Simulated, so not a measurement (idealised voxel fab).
Process module in this document: voxel released beams
The cross-section on display is named cut; it measures 160 nm wide, and its cells are 5 nm squares.
Cross-sections here: square-cell grids, written as top-down lists of bands, a band being one or more rows of cells.
It is stipulated that each band's entry specify, in nanometres, the height of the top of the band and then that of its bottom, followed by the materials of the band in left-to-right sequence, each together with its width in nanometres. A single material marked by the word "all across" is understood to fill the band from edge to edge; the word "air" is understood to denote empty space.
Counting heights begins at 0, where everything beneath is, in the wafer as received, one material. The lowest band has no bottom; it goes on downwards, as "z 0 and below" shows.
A width such as "30 to 40" changes by the same amount from each row of cells to the next, from the band's top row to its bottom row.
The cross-section has no changed cell in any step marked "remained unchanged".
Heads up: "Completely sealed voids" only lists the empty pockets with no open path to the top that are 8 cells or more, and it writes them as width x height at distance, distance from the left edge, in nm.
What comes after the settings on a step's line is commentary from the simulator itself on that step.
The line of a step may include "overlay nm". On a step with a mask, this value is how far to the right of its planned place the mask lay. A negative value means the mask lay to the left.

Planned process steps
1) RECEIVE: material Si
2) CONFORMAL_DEP: material SiN, thk nm 5
3) DIRECTIONAL_DEP: material SiO2, thk nm 10
4) DIRECTIONAL_DEP: material aC, thk nm 10
5) PATTERN: tone open, mask id ANCHOR, material resist, width nm 30, thk nm 30, overlay nm 0
6) DIRECTIONAL_ETCH: etch materials aC, depth nm 10
7) STRIP: etch materials resist
8) DIRECTIONAL_ETCH: etch materials SiO2, depth nm 10
9) STRIP: etch materials aC
10) CONFORMAL_DEP: material polySi, thk nm 10
11) PATTERN: tone cover, mask id BEAM, material resist, width nm 105, thk nm 15, overlay nm 0
12) DIRECTIONAL_ETCH: etch materials polySi, depth nm 10
13) STRIP: etch materials resist
14) STRIP: etch materials SiO2

Cross-section, incoming material, after step 1
z 0 and below  Si all across
Completely sealed voids: none

What the wafer looks like in cross-section after this module, when it starts as shown above and follows the plan above but one mistake is made in running it
z 20 to 10  air=25 / polySi=15 / air=10 / polySi=80 / air=30
z 10 to 0  air=30 / polySi=30 / air=100
z 0 and below  Si all across
Completely sealed voids: none
Which mistake was made when the wafer was run? step 2 was dropped from the plan's execution and never run
